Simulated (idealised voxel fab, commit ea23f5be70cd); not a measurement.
process module | voxel transistor to metal
The figure presents cross-section cut, which has a width of 205 nm and is divided into square cells with an edge length of 5 nm.
Reading order for cross-sections: top band down to bottom band. Underlying form: a grid of square cells. Band size: one or more rows of cells. For a band, the entry starts with two heights in nm, that of the top and then that of the bottom, and carries on with the band's materials in order from left to right, each alongside its width in nm; the word "full width" beside a single material means it fills the band edge to edge, and "air" means empty space. Heights are measured from 0, the level below which the as-received wafer is all one material; the lowest band has no bottom and continues downward, written as in "0 nm and below". With a width like "30..40", each row of cells in the band differs from the next by the same amount, the top row carrying the first number and the bottom row the second. "no change" after a step means that no cell of the cross-section changed. Each empty space that has no open way to the top and spans at least 8 cells appears under "Voids lacking openings" as width x height at distance, the distance counted from the left edge, all in nm. Step line, after settings: the simulator's comment on this step. overlay nm, on a step with a mask: how far to the right of its planned place the mask lay; to the left if negative.

The planned process steps are enumerated hereunder
step 1: RECEIVE: material Si
step 2: OXIDIZE: depth nm 5
step 3: CONFORMAL_DEP: material SiN, thk nm 10
step 4: MASKED_ETCH: tone cover, mask id ACTIVE, width nm 95, etch materials SiN, depth nm 10, overlay nm 0
step 5: MASKED_ETCH: tone cover, mask id ACTIVE, width nm 95, etch materials SiO2, depth nm 5, overlay nm 0
step 6: MASKED_ETCH: tone cover, mask id ACTIVE, width nm 95, etch materials Si, depth nm 30, overlay nm 0
step 7: OXIDIZE: depth nm 5
step 8: FILL_DEP: material SiO2, thk nm 5
step 9: CMP: height nm 10
step 10: SELECTIVE_ETCH: etch materials SiO2, depth nm 5
step 11: STRIP: etch materials SiN
step 12: SELECTIVE_ETCH: etch materials SiO2, depth nm 5
step 13: OXIDIZE: depth nm 5
step 14: DIRECTIONAL_DEP: material polySi, thk nm 20
step 15: DIRECTIONAL_DEP: material SiCN, thk nm 10
step 16: MASKED_ETCH: tone cover, mask id GATE, width nm 25, etch materials SiCN, depth nm 20, overlay nm 0
step 17: MASKED_ETCH: tone cover, mask id GATE, width nm 25, etch materials polySi, depth nm 30, overlay nm 0
step 18: CONFORMAL_DEP: material SiO2, thk nm 5
step 19: DIRECTIONAL_ETCH: etch materials SiO2, depth nm 5
step 20: CONFORMAL_DEP: material SiN, thk nm 5
step 21: DIRECTIONAL_ETCH: etch materials SiN, depth nm 5
step 22: DIRECTIONAL_ETCH: etch materials SiO2, depth nm 5
step 23: EPI: material pSi, thk nm 5
step 24: FILL_DEP: material SiO2, thk nm 10
step 25: CMP: height nm 25
step 26: DIRECTIONAL_DEP: material SiO2, thk nm 10
step 27: DIRECTIONAL_DEP: material aC, thk nm 15
step 28: PATTERN: tone open, mask id CONTACT, material resist, width nm 15, pitch nm 70, thk nm 35, overlay nm 0
step 29: DIRECTIONAL_ETCH: etch materials aC, depth nm 15
step 30: STRIP: etch materials resist
step 31: DIRECTIONAL_ETCH: etch materials SiO2, depth nm 40
step 32: STRIP: etch materials aC
step 33: CONFORMAL_DEP: material TiN, thk nm 5
step 34: FILL_DEP: material W, thk nm 10
step 35: CMP: height nm 35
step 36: CONFORMAL_DEP: material SiCN, thk nm 5
step 37: DIRECTIONAL_DEP: material lowk, thk nm 20
step 38: MASKED_ETCH: tone open, mask id METAL_1, width nm 15, pitch nm 70, etch materials lowk, depth nm 20, overlay nm 0
step 39: MASKED_ETCH: tone open, mask id METAL_1, width nm 15, pitch nm 70, etch materials SiCN, depth nm 5, overlay nm -15
step 40: CONFORMAL_DEP: material TiN, thk nm 5
step 41: FILL_DEP: material Cu, thk nm 10
step 42: CMP: height nm 60
step 43: CONFORMAL_DEP: material SiN, thk nm 5
Variable across wafers: step 39 overlay nm (plan value is that of the first wafer; starting state common to all).

Cross-section of the first incoming wafer of several, state after step 1
0 nm and below = Si full width
Voids lacking openings: none

Module finished, last step 43 done: cross-section of the first of several wafers
65 nm to 60 nm = SiN full width
60 nm to 45 nm = lowk 60 / TiN 5 / Cu 5 / TiN 5 / lowk 55 / TiN 5 / Cu 5 / TiN 5 / lowk 60
45 nm to 40 nm = lowk 60 / TiN 15 / lowk 55 / TiN 15 / lowk 60
40 nm to 35 nm = SiCN full width
35 nm to 25 nm = SiO2 60 / TiN 5 / W 5 / TiN 5 / SiO2 55 / TiN 5 / W 5 / TiN 5 / SiO2 60
25 nm to 15 nm = SiO2 60 / TiN 5 / W 5 / TiN 5 / SiO2 5 / SiN 5 / SiO2 5 / SiCN 25 / SiO2 5 / SiN 5 / SiO2 5 / TiN 5 / W 5 / TiN 5 / SiO2 60
15 nm to 0 nm = SiO2 60 / TiN 5 / W 5 / TiN 5 / SiO2 5 / SiN 5 / SiO2 5 / polySi 25 / SiO2 5 / SiN 5 / SiO2 5 / TiN 5 / W 5 / TiN 5 / SiO2 60
0 nm to -5 nm = SiO2 55 / SiN 5 / TiN 15 / SiO2 5 / SiN 5 / SiO2 5 / polySi 25 / SiO2 5 / SiN 5 / SiO2 5 / TiN 15 / SiN 5 / SiO2 55
-5 nm to -10 nm = SiO2 60 / pSi 20 / SiO2 45 / pSi 20 / SiO2 60
-10 nm to -40 nm = SiO2 60 / Si 85 / SiO2 60
-40 nm and below = Si full width
Voids lacking openings: none

Cross-section of the last wafer at end of module
65 nm to 60 nm = SiN full width
60 nm to 45 nm = lowk 60 / TiN 5 / Cu 5 / TiN 5 / lowk 55 / TiN 5 / Cu 5 / TiN 5 / lowk 60
45 nm to 40 nm = lowk 60 / TiN 15 / lowk 55 / TiN 15 / lowk 60
40 nm to 35 nm = SiCN full width
35 nm to 25 nm = SiO2 60 / TiN 5 / W 5 / TiN 5 / SiO2 55 / TiN 5 / W 5 / TiN 5 / SiO2 60
25 nm to 15 nm = SiO2 60 / TiN 5 / W 5 / TiN 5 / SiO2 5 / SiN 5 / SiO2 5 / SiCN 25 / SiO2 5 / SiN 5 / SiO2 5 / TiN 5 / W 5 / TiN 5 / SiO2 60
15 nm to 0 nm = SiO2 60 / TiN 5 / W 5 / TiN 5 / SiO2 5 / SiN 5 / SiO2 5 / polySi 25 / SiO2 5 / SiN 5 / SiO2 5 / TiN 5 / W 5 / TiN 5 / SiO2 60
0 nm to -5 nm = SiO2 55 / SiN 5 / TiN 15 / SiO2 5 / SiN 5 / SiO2 5 / polySi 25 / SiO2 5 / SiN 5 / SiO2 5 / TiN 15 / SiN 5 / SiO2 55
-5 nm to -10 nm = SiO2 60 / pSi 20 / SiO2 45 / pSi 20 / SiO2 60
-10 nm to -40 nm = SiO2 60 / Si 85 / SiO2 60
-40 nm and below = Si full width
Voids lacking openings: none

Wafer rows; end of module; cells per material since receipt: (+) gained, (-) lost; then closed voids
overlay nm -15 | +6 Cu | -226 Si | +51 SiCN | +55 SiN | +413 SiO2 | +52 TiN | +14 W | +140 lowk | +8 pSi | +20 polySi | Voids lacking openings: none
overlay nm -10 | +6 Cu | -226 Si | +49 SiCN | +55 SiN | +413 SiO2 | +54 TiN | +14 W | +140 lowk | +8 pSi | +20 polySi | Voids lacking openings: none
overlay nm -5 | +6 Cu | -226 Si | +47 SiCN | +55 SiN | +413 SiO2 | +56 TiN | +14 W | +140 lowk | +8 pSi | +20 polySi | Voids lacking openings: none
overlay nm 0 | +8 Cu | -226 Si | +45 SiCN | +55 SiN | +413 SiO2 | +56 TiN | +14 W | +140 lowk | +8 pSi | +20 polySi | Voids lacking openings: none
overlay nm 5 | +6 Cu | -226 Si | +47 SiCN | +55 SiN | +413 SiO2 | +56 TiN | +14 W | +140 lowk | +8 pSi | +20 polySi | Voids lacking openings: none
overlay nm 10 | +6 Cu | -226 Si | +49 SiCN | +55 SiN | +413 SiO2 | +54 TiN | +14 W | +140 lowk | +8 pSi | +20 polySi | Voids lacking openings: none
overlay nm 15 | +6 Cu | -226 Si | +51 SiCN | +55 SiN | +413 SiO2 | +52 TiN | +14 W | +140 lowk | +8 pSi | +20 polySi | Voids lacking openings: none
